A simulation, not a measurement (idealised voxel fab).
The document below concerns the process module designated voxel double patterning.
Each square cell in cross-section cut measures 5 nm, and the section as a whole is 190 nm wide.
Cross-section spec: square-cell grid; bands listed top down; each band is one or more rows.
Top, bottom (nm), then materials left to right with widths (nm); lone material tagged "throughout" fills the whole band edge to edge; "blank" = empty space.
Counting heights begins at 0, where everything beneath is, in the wafer as received, one material. The lowest band has no bottom; it goes on downwards, as "z 0 and below" shows.
A two-number width, for instance "30..40", indicates that the width is equal to the first number in the top row of the band and to the second number in the bottom row, and that it changes by a constant amount per row of cells.
Step marked "remained the same"? Then no cell in the cross-section changed in it.
Closed empty spaces (no open way to the top) of 8 cells or more are what "Fully closed voids" lists, each as width x height at distance from the left edge, nm for all three.
Whatever follows a step's settings on its line is a remark the simulator itself makes about that step.
overlay nm: on a step with a mask, how far right of its planned place the mask lay; negative means left.

-- This section lists the process steps that were planned
- 1: RECEIVE, material Si
- 2: CONFORMAL_DEP, material SiO2, thk nm 5
- 3: DIRECTIONAL_DEP, material W, thk nm 15
- 4: DIRECTIONAL_DEP, material SiN, thk nm 10
- 5: MASKED_ETCH, tone open, mask id FIRST, width nm 15, pitch nm 50, etch materials SiN, depth nm 10, overlay nm 0
- 6: PATTERN, tone open, mask id SECOND, material resist, width nm 15, thk nm 20, overlay nm 0
- 7: DIRECTIONAL_ETCH, etch materials SiN, depth nm 10
- 8: STRIP, etch materials resist
- 9: DIRECTIONAL_ETCH, etch materials W, depth nm 15
- 10: STRIP, etch materials SiN

-- Step 1 complete: cross-section of the wafer as received
z 0 and below  Si throughout
Fully closed voids: none

-- Result of the module, cross-sectioned: start per above, plan per above, one error in how it was run
z 25 to 10  W 60 nm  blank 15 nm  W 10 nm  blank 15 nm  W 10 nm  blank 15 nm  W 65 nm
z 10 to 5  W throughout
z 5 to 0  SiO2 throughout
z 0 and below  Si throughout
Fully closed voids: none
Error vs. plan: rather than as planned, step 3 actually ran as DIRECTIONAL_DEP, material W, thk nm 20
